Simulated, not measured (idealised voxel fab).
process module | voxel self aligned contacts
cross-section cut | 300 nm wide | cells 5 nm
A cross-section is a grid of square cells, given in bands from the top down. A band is one or more rows of cells.
Each band's line starts with the height of the band's top and of its bottom, in nm. Then come its materials from left to right, each with its width in nm. One material with "throughout" fills the band from edge to edge. "air" is empty space.
Height 0 is the level under which the wafer as received is all one material. The lowest band goes on downwards, as in "0 down".
A width such as "30 to 40" changes by the same amount from each row of cells to the next, from the band's top row to its bottom row.
"no change" after a step means that no cell of the cross-section changed.
closed voids: empty space of 8 cells or more with no open way to the top, each as width x height at its distance from the left edge, in nm
after a step's settings: what the simulator itself notes on the step
overlay nm, on a step with a mask: how far to the right of its planned place the mask lay; to the left if negative
plan
1 op RECEIVE | material Si
2 op CONFORMAL_DEP | material SiO2 | thk nm 5
3 op DIRECTIONAL_DEP | material polySi | thk nm 20
4 op DIRECTIONAL_DEP | material SiN | thk nm 20
5 op MASKED_ETCH | tone cover | mask id GATE | width nm 35 | pitch nm 60 | etch materials SiN | depth nm 20 | overlay nm 0
6 op MASKED_ETCH | tone cover | mask id GATE | width nm 35 | pitch nm 60 | etch materials polySi | depth nm 20 | overlay nm 0
7 op CONFORMAL_DEP | material SiN | thk nm 5
8 op DIRECTIONAL_ETCH | etch materials SiN | depth nm 5
9 op FILL_DEP | material SiO2 | thk nm 15
10 op CMP | height nm 50
11 op PATTERN | tone open | mask id CONTACT | material resist | width nm 45 | thk nm 15 | overlay nm 0
12 op DIRECTIONAL_ETCH | etch materials SiO2 | depth nm 50
13 op STRIP | etch materials resist
14 op CONFORMAL_DEP | material TiN | thk nm 5
15 op FILL_DEP | material W | thk nm 10
16 op CMP | height nm 50
17 op CONFORMAL_DEP | material SiN | thk nm 5
as received, after step 1
  0 down: Si throughout
  closed voids: none
first wafer at the end, as planned
  55 to 50: SiN throughout
  50 to 45: SiO2 125 | TiN 20 | W 5 | TiN 20 | SiO2 130
  45 to 25: SiO2 95 | SiN 45 | TiN 5 | W 5 | TiN 5 | SiN 45 | SiO2 100
  25 to 5: SiO2 95 | SiN 5 | polySi 35 | SiN 5 | TiN 5 | W 5 | TiN 5 | SiN 5 | polySi 35 | SiN 5 | SiO2 100
  5 to 0: SiO2 140 | TiN 15 | SiO2 145
  0 down: Si throughout
  closed voids: none
second wafer at the end: like start, like plan, one mistake
  55 to 50: SiN throughout
  50 to 45: SiO2 95 | polySi 45 | TiN 5 | W 5 | TiN 5 | polySi 45 | SiO2 100
  45 to 25: SiO2 95 | polySi 5 | SiN 35 | polySi 5 | TiN 5 | W 5 | TiN 5 | polySi 5 | SiN 35 | polySi 5 | SiO2 100
  25 to 15: SiO2 95 | polySi 45 | TiN 5 | W 5 | TiN 5 | polySi 45 | SiO2 100
  15 to 10: SiO2 95 | polySi 45 | TiN 15 | polySi 45 | SiO2 100
  10 to 5: polySi throughout
  5 to 0: SiO2 throughout
  0 down: Si throughout
  closed voids: none
what went wrong: step 7 ran as: op CONFORMAL_DEP | material polySi | thk nm 5
at the end the second wafer has, in cells: 32 fewer of SiN | 48 fewer of SiO2 | 10 fewer of TiN | 2 fewer of W | 92 more of polySi
